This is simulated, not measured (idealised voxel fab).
Proc. module: voxel self aligned contacts
It is cross-section cut that appears here, measuring 235 nm in width, its square cells being 5 nm in size.
A cross-section in this document is a grid of square cells, and it is written down as bands, the top band listed before the ones below it; a band is made up of one or more rows of cells.
What a band's entry tells you: where the top is and where the bottom is, as heights in nm, and after that what lies inside, material by material from left to right, each with its width in nm. Empty space is written as the word "blank", and a single material marked with the word "throughout" occupies the band from edge to edge.
The level at which height equals 0 is the one under which the wafer, as it arrives, is entirely one material. No lower edge exists for the bottom band, which continues downward and is notated as in "z 0 and below".
A width such as "30 to 40" changes by the same amount from each row of cells to the next, from the band's top row to its bottom row.
Step note "nothing got changed" = no cross-section cell changed.
Entry "Closed voids list" = empty spaces >= 8 cells with no open way to the top; each as width x height at distance, distance from left edge, all nm.
It should be noted that, on the line of a given step, the content following the step's settings is a remark produced by the simulator itself with respect to that step.
When a step includes a mask, the "overlay nm" setting on its line states how far to the right of its planned place that mask lay, and negative values state how far to the left.

Planned step list for the process
1: RECEIVE | material Si
2: CONFORMAL_DEP | material SiO2 | thk nm 5
3: DIRECTIONAL_DEP | material polySi | thk nm 20
4: DIRECTIONAL_DEP | material SiN | thk nm 20
5: DIRECTIONAL_DEP | material aC | thk nm 10
6: PATTERN | tone cover | mask id GATE | material resist | width nm 35 | pitch nm 75 | thk nm 25 | overlay nm 0
7: DIRECTIONAL_ETCH | etch materials aC | depth nm 10
8: STRIP | etch materials resist
9: DIRECTIONAL_ETCH | etch materials SiN | depth nm 20
10: DIRECTIONAL_ETCH | etch materials polySi | depth nm 20
11: STRIP | etch materials aC
12: CONFORMAL_DEP | material SiN | thk nm 10
13: DIRECTIONAL_ETCH | etch materials SiN | depth nm 10
14: FILL_DEP | material SiO2 | thk nm 20
15: CMP | height nm 55
16: PATTERN | tone open | mask id CONTACT | material resist | width nm 60 | pitch nm 75 | thk nm 15 | overlay nm 0
17: DIRECTIONAL_ETCH | etch materials SiO2 | depth nm 55
18: STRIP | etch materials resist
19: CONFORMAL_DEP | material TiN | thk nm 5
20: FILL_DEP | material W | thk nm 5
21: CMP | height nm 55
22: CONFORMAL_DEP | material SiN | thk nm 5
Don't read the plan's thk nm for step 2 as applying to every wafer: that's the first wafer's value, and the wafers differ in it, though they all start identical.

So this is the first of several wafers, cross-sectioned as it came to us, meaning it's at the end of step 1
* z 0 and below  Si throughout
* Closed voids list: none

First wafer at the end, after step 22
* z 60 to 55  SiN throughout
* z 55 to 45  50 SiO2, 5 to 25 TiN, 50 to 10 W, 5 to 25 TiN, 15 SiO2, 5 to 25 TiN, 50 to 10 W, 5 to 25 TiN, 50 SiO2
* z 45 to 25  15 SiO2, 55 SiN, 5 TiN, 10 W, 5 TiN, 55 SiN, 5 TiN, 10 W, 5 TiN, 55 SiN, 15 SiO2
* z 25 to 5  15 SiO2, 10 SiN, 35 polySi, 10 SiN, 5 TiN, 10 W, 5 TiN, 10 SiN, 35 polySi, 10 SiN, 5 TiN, 10 W, 5 TiN, 10 SiN, 35 polySi, 10 SiN, 15 SiO2
* z 5 to 0  70 SiO2, 20 TiN, 55 SiO2, 20 TiN, 70 SiO2
* z 0 and below  Si throughout
* Closed voids list: none

The module's end: a cross-section of the last wafer
* z 60 to 55  SiN throughout
* z 55 to 40  15 SiO2, 55 SiN, 5 TiN, 10 W, 5 TiN, 55 SiN, 5 TiN, 10 W, 5 TiN, 55 SiN, 15 SiO2
* z 40 to 20  15 SiO2, 10 SiN, 35 polySi, 10 SiN, 5 TiN, 10 W, 5 TiN, 10 SiN, 35 polySi, 10 SiN, 5 TiN, 10 W, 5 TiN, 10 SiN, 35 polySi, 10 SiN, 15 SiO2
* z 20 to 5  70 SiO2, 5 TiN, 10 W, 5 TiN, 55 SiO2, 5 TiN, 10 W, 5 TiN, 70 SiO2
* z 5 to 0  70 SiO2, 20 TiN, 55 SiO2, 20 TiN, 70 SiO2
* z 0 and below  Si throughout
* Closed voids list: none

Below, a row for every wafer. Read it as the end-of-module picture: for each material the wafer shows its cells gained (+) or lost (-) since it was received, and then its closed voids
thk nm 5; +227 SiN; +133 SiO2; +64 TiN; +56 W; +84 polySi; Closed voids list: none
thk nm 10; +227 SiN; +149 SiO2; +64 TiN; +40 W; +84 polySi; Closed voids list: none
thk nm 15; +227 SiN; +165 SiO2; +48 TiN; +40 W; +84 polySi; Closed voids list: none
thk nm 20; +194 SiN; +198 SiO2; +48 TiN; +40 W; +84 polySi; Closed voids list: none
